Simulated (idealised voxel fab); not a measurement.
Process module name: voxel self aligned vias
The cross-section shown here is cut; it is 155 nm wide and divided into square cells measuring 5 nm on a side.
A cross-section is a grid of square cells, given in bands from the top down. A band is one or more rows of cells. What a band's entry tells you: where the top is and where the bottom is, as heights in nm, and after that what lies inside, material by material from left to right, each with its width in nm. Empty space is written as the word "empty", and a single material marked with the word "everywhere" occupies the band from edge to edge. All heights in this document are referenced to 0, defined as the level beneath which the wafer, as received, consists entirely of one material. The lowest band is not bounded below; it extends indefinitely downward and is written in the form "0 -> down". You'd read "30->40" like this: the band's top row of cells is as wide as the first number, its bottom row is as wide as the second, and going down, every row changes width by the same amount as the row before did. Take "same as before" at face value: in the step it is given for, the cross-section changed in none of its cells. Entry "Sealed void listing" = empty spaces >= 8 cells with no open way to the top; each as width x height at distance, distance from left edge, all nm. That trailing text on a step's line, after the settings, is the simulator's own remark on the step. For masked steps, "overlay nm" on the step line gives how far right of plan the mask actually lay; a minus sign means it lay to the left.

**The steps planned for the process are as follows**
- 1: RECEIVE (material Si)
- 2: CONFORMAL_DEP (material SiO2; thk nm 15)
- 3: CONFORMAL_DEP (material SiCN; thk nm 5)
- 4: DIRECTIONAL_DEP (material SiO2; thk nm 20)
- 5: DIRECTIONAL_DEP (material aC; thk nm 15)
- 6: PATTERN (tone open; mask id LINES; material resist; width nm 20; pitch nm 70; thk nm 30; overlay nm 0)
- 7: DIRECTIONAL_ETCH (etch materials aC; depth nm 15)
- 8: STRIP (etch materials resist)
- 9: DIRECTIONAL_ETCH (etch materials SiO2; depth nm 20)
- 10: STRIP (etch materials aC)
- 11: CONFORMAL_DEP (material TiN; thk nm 5)
- 12: FILL_DEP (material W; thk nm 10)
- 13: CMP (height nm 40)
- 14: SELECTIVE_ETCH (etch materials W Ru TiN; depth nm 5)
- 15: FILL_DEP (material SiN; thk nm 10)
- 16: CMP (height nm 40)
- 17: DIRECTIONAL_DEP (material SiO2; thk nm 20)
- 18: DIRECTIONAL_DEP (material aC; thk nm 10)
- 19: PATTERN (tone open; mask id VIAS; material resist; width nm 40; thk nm 30; overlay nm 0)
- 20: DIRECTIONAL_ETCH (etch materials aC; depth nm 10)
- 21: STRIP (etch materials resist)
- 22: DIRECTIONAL_ETCH (etch materials SiO2; depth nm 20)
- 23: DIRECTIONAL_ETCH (etch materials SiN; depth nm 5)
- 24: STRIP (etch materials aC)
- 25: CONFORMAL_DEP (material TiN; thk nm 5)
- 26: FILL_DEP (material Cu; thk nm 5)
- 27: CMP (height nm 60)
- 28: CONFORMAL_DEP (material SiN; thk nm 5)

**First of two wafers - as planned**

**Shown in cross-section is the wafer as received, that is, as it stands after step 1**
0 -> down = Si everywhere
Sealed void listing: none

**Upon completion of step 2, the wafer appears in cross-section as shown**
15 -> 0 = SiO2 everywhere
Under the height 0 nothing was changed.

**Upon completion of step 3, the wafer appears in cross-section as shown**
20 -> 15 = SiCN everywhere
Under the height 15 nothing was changed.

**Upon completion of step 4, the wafer appears in cross-section as shown**
40 -> 20 = SiO2 everywhere
Under the height 20 nothing was changed.

**Upon completion of step 5, the wafer appears in cross-section as shown**
55 -> 40 = aC everywhere
Under the height 40 nothing was changed.

**Upon completion of step 6, the wafer appears in cross-section as shown**
85 -> 55 = resist (30), then empty (20), then resist (50), then empty (20), then resist (35)
Under the height 55 nothing was changed.

**Upon completion of step 7, the wafer appears in cross-section as shown**
70 -> 55 = resist (30), then empty (20), then resist (50), then empty (20), then resist (35)
55 -> 40 = aC (30), then empty (20), then aC (50), then empty (20), then aC (35)
Under the height 40 nothing was changed.

**Upon completion of step 8, the wafer appears in cross-section as shown**
55 -> 40 = aC (30), then empty (20), then aC (50), then empty (20), then aC (35)
Under the height 40 nothing was changed.

**Upon completion of step 9, the wafer appears in cross-section as shown**
55 -> 40 = aC (30), then empty (20), then aC (50), then empty (20), then aC (35)
40 -> 20 = SiO2 (30), then empty (20), then SiO2 (50), then empty (20), then SiO2 (35)
Under the height 20 nothing was changed.

**Upon completion of step 10, the wafer appears in cross-section as shown**
40 -> 20 = SiO2 (30), then empty (20), then SiO2 (50), then empty (20), then SiO2 (35)
Under the height 20 nothing was changed.

**Upon completion of step 11, the wafer appears in cross-section as shown**
45 -> 40 = TiN (35), then empty (10), then TiN (60), then empty (10), then TiN (40)
40 -> 25 = SiO2 (30), then TiN (5), then empty (10), then TiN (5), then SiO2 (50), then TiN (5), then empty (10), then TiN (5), then SiO2 (35)
25 -> 20 = SiO2 (30), then TiN (20), then SiO2 (50), then TiN (20), then SiO2 (35)
Under the height 20 nothing was changed.

**Upon completion of step 12, the wafer appears in cross-section as shown**
55 -> 45 = W everywhere
45 -> 40 = TiN (35), then W (10), then TiN (60), then W (10), then TiN (40)
40 -> 25 = SiO2 (30), then TiN (5), then W (10), then TiN (5), then SiO2 (50), then TiN (5), then W (10), then TiN (5), then SiO2 (35)
Under the height 25 nothing was changed.

**Upon completion of step 13, the wafer appears in cross-section as shown**
40 -> 25 = SiO2 (30), then TiN (5), then W (10), then TiN (5), then SiO2 (50), then TiN (5), then W (10), then TiN (5), then SiO2 (35)
Under the height 25 nothing was changed.

**Upon completion of step 14, the wafer appears in cross-section as shown**
40 -> 35 = SiO2 (30), then empty (20), then SiO2 (50), then empty (20), then SiO2 (35)
Under the height 35 nothing was changed.

**Upon completion of step 15, the wafer appears in cross-section as shown**
50 -> 40 = SiN everywhere
40 -> 35 = SiO2 (30), then SiN (20), then SiO2 (50), then SiN (20), then SiO2 (35)
Under the height 35 nothing was changed.

**Upon completion of step 16, the wafer appears in cross-section as shown**
40 -> 35 = SiO2 (30), then SiN (20), then SiO2 (50), then SiN (20), then SiO2 (35)
Under the height 35 nothing was changed.

**Upon completion of step 17, the wafer appears in cross-section as shown**
60 -> 40 = SiO2 everywhere
Under the height 40 nothing was changed.

**Upon completion of step 18, the wafer appears in cross-section as shown**
70 -> 60 = aC everywhere
Under the height 60 nothing was changed.

**Upon completion of step 19, the wafer appears in cross-section as shown**
100 -> 70 = resist (20), then empty (40), then resist (95)
Under the height 70 nothing was changed.

**Upon completion of step 20, the wafer appears in cross-section as shown**
90 -> 70 = resist (20), then empty (40), then resist (95)
70 -> 60 = aC (20), then empty (40), then aC (95)
Under the height 60 nothing was changed.

**Upon completion of step 21, the wafer appears in cross-section as shown**
70 -> 60 = aC (20), then empty (40), then aC (95)
Under the height 60 nothing was changed.

**Upon completion of step 22, the wafer appears in cross-section as shown**
70 -> 60 = aC (20), then empty (40), then aC (95)
60 -> 40 = SiO2 (20), then empty (40), then SiO2 (95)
Under the height 40 nothing was changed.

**Upon completion of step 23, the wafer appears in cross-section as shown**
70 -> 60 = aC (20), then empty (40), then aC (95)
60 -> 40 = SiO2 (20), then empty (40), then SiO2 (95)
40 -> 35 = SiO2 (30), then empty (20), then SiO2 (50), then SiN (20), then SiO2 (35)
Under the height 35 nothing was changed.

**Upon completion of step 24, the wafer appears in cross-section as shown**
60 -> 40 = SiO2 (20), then empty (40), then SiO2 (95)
Under the height 40 nothing was changed.

**Upon completion of step 25, the wafer appears in cross-section as shown**
65 -> 60 = TiN (25), then empty (30), then TiN (100)
60 -> 45 = SiO2 (20), then TiN (5), then empty (30), then TiN (5), then SiO2 (95)
45 -> 40 = SiO2 (20), then TiN (15), then empty (10), then TiN (15), then SiO2 (95)
40 -> 35 = SiO2 (30), then TiN (20), then SiO2 (50), then SiN (20), then SiO2 (35)
Under the height 35 nothing was changed.

**Upon completion of step 26, the wafer appears in cross-section as shown**
70 -> 65 = Cu everywhere
65 -> 60 = TiN (25), then Cu (30), then TiN (100)
60 -> 45 = SiO2 (20), then TiN (5), then Cu (30), then TiN (5), then SiO2 (95)
45 -> 40 = SiO2 (20), then TiN (15), then Cu (10), then TiN (15), then SiO2 (95)
Under the height 40 nothing was changed.

**Upon completion of step 27, the wafer appears in cross-section as shown**
60 -> 45 = SiO2 (20), then TiN (5), then Cu (30), then TiN (5), then SiO2 (95)
Under the height 45 nothing was changed.

**Upon completion of step 28, the wafer appears in cross-section as shown**
65 -> 60 = SiN everywhere
Under the height 60 nothing was changed.

**The second wafer: identical to the first at the outset and in its planned sequence, differing only in that one mistake was made during processing; up to and including step 2, its path is the first wafer's path**

Planned end of step 3: second wafer, cross-section: same as before

**Planned end of step 4: second wafer, cross-section**
35 -> 0 = SiO2 everywhere
Under the height 0 nothing was changed.

**Planned end of step 5: second wafer, cross-section**
50 -> 35 = aC everywhere
Under the height 35 nothing was changed.

**Planned end of step 6: second wafer, cross-section**
80 -> 50 = resist (30), then empty (20), then resist (50), then empty (20), then resist (35)
Under the height 50 nothing was changed.

**Planned end of step 7: second wafer, cross-section**
65 -> 50 = resist (30), then empty (20), then resist (50), then empty (20), then resist (35)
50 -> 35 = aC (30), then empty (20), then aC (50), then empty (20), then aC (35)
Under the height 35 nothing was changed.

**Planned end of step 8: second wafer, cross-section**
50 -> 35 = aC (30), then empty (20), then aC (50), then empty (20), then aC (35)
Under the height 35 nothing was changed.

**Planned end of step 9: second wafer, cross-section**
50 -> 35 = aC (30), then empty (20), then aC (50), then empty (20), then aC (35)
35 -> 15 = SiO2 (30), then empty (20), then SiO2 (50), then empty (20), then SiO2 (35)
Under the height 15 nothing was changed.

**Planned end of step 10: second wafer, cross-section**
35 -> 15 = SiO2 (30), then empty (20), then SiO2 (50), then empty (20), then SiO2 (35)
Under the height 15 nothing was changed.

**Planned end of step 11: second wafer, cross-section**
40 -> 35 = TiN (35), then empty (10), then TiN (60), then empty (10), then TiN (40)
35 -> 20 = SiO2 (30), then TiN (5), then empty (10), then TiN (5), then SiO2 (50), then TiN (5), then empty (10), then TiN (5), then SiO2 (35)
20 -> 15 = SiO2 (30), then TiN (20), then SiO2 (50), then TiN (20), then SiO2 (35)
Under the height 15 nothing was changed.

**Planned end of step 12: second wafer, cross-section**
50 -> 40 = W everywhere
40 -> 35 = TiN (35), then W (10), then TiN (60), then W (10), then TiN (40)
35 -> 20 = SiO2 (30), then TiN (5), then W (10), then TiN (5), then SiO2 (50), then TiN (5), then W (10), then TiN (5), then SiO2 (35)
Under the height 20 nothing was changed.

**Planned end of step 13: second wafer, cross-section**
40 -> 35 = TiN (35), then W (10), then TiN (60), then W (10), then TiN (40)
Under the height 35 nothing was changed.

**Planned end of step 14: second wafer, cross-section**
35 -> 20 = SiO2 (30), then TiN (5), then W (10), then TiN (5), then SiO2 (50), then TiN (5), then W (10), then TiN (5), then SiO2 (35)
Under the height 20 nothing was changed.

**Planned end of step 15: second wafer, cross-section**
45 -> 35 = SiN everywhere
Under the height 35 nothing was changed.

**Planned end of step 16: second wafer, cross-section**
40 -> 35 = SiN everywhere
Under the height 35 nothing was changed.

**Planned end of step 17: second wafer, cross-section**
60 -> 40 = SiO2 everywhere
Under the height 40 nothing was changed.

**Planned end of step 18: second wafer, cross-section**
70 -> 60 = aC everywhere
Under the height 60 nothing was changed.

**Planned end of step 19: second wafer, cross-section**
100 -> 70 = resist (20), then empty (40), then resist (95)
Under the height 70 nothing was changed.

**Planned end of step 20: second wafer, cross-section**
90 -> 70 = resist (20), then empty (40), then resist (95)
70 -> 60 = aC (20), then empty (40), then aC (95)
Under the height 60 nothing was changed.

**Planned end of step 21: second wafer, cross-section**
70 -> 60 = aC (20), then empty (40), then aC (95)
Under the height 60 nothing was changed.

**Planned end of step 22: second wafer, cross-section**
70 -> 60 = aC (20), then empty (40), then aC (95)
60 -> 40 = SiO2 (20), then empty (40), then SiO2 (95)
Under the height 40 nothing was changed.

**Planned end of step 23: second wafer, cross-section**
70 -> 60 = aC (20), then empty (40), then aC (95)
60 -> 40 = SiO2 (20), then empty (40), then SiO2 (95)
40 -> 35 = SiN (20), then empty (40), then SiN (95)
Under the height 35 nothing was changed.

**Planned end of step 24: second wafer, cross-section**
60 -> 40 = SiO2 (20), then empty (40), then SiO2 (95)
Under the height 40 nothing was changed.

**Planned end of step 25: second wafer, cross-section**
65 -> 60 = TiN (25), then empty (30), then TiN (100)
60 -> 40 = SiO2 (20), then TiN (5), then empty (30), then TiN (5), then SiO2 (95)
40 -> 35 = SiN (20), then TiN (40), then SiN (95)
Under the height 35 nothing was changed.

**Planned end of step 26: second wafer, cross-section**
70 -> 65 = Cu everywhere
65 -> 60 = TiN (25), then Cu (30), then TiN (100)
60 -> 40 = SiO2 (20), then TiN (5), then Cu (30), then TiN (5), then SiO2 (95)
Under the height 40 nothing was changed.

**Planned end of step 27: second wafer, cross-section**
60 -> 40 = SiO2 (20), then TiN (5), then Cu (30), then TiN (5), then SiO2 (95)
Under the height 40 nothing was changed.

**Planned end of step 28: second wafer, cross-section**
65 -> 60 = SiN everywhere
Under the height 60 nothing was changed.
Want to know what went wrong? plan step 3 was not performed, having been skipped
Cell-count delta at end, second wafer over first, by material: 4 more of Cu | 31 fewer of SiCN | 19 more of SiN | 4 more of TiN | 4 more of W
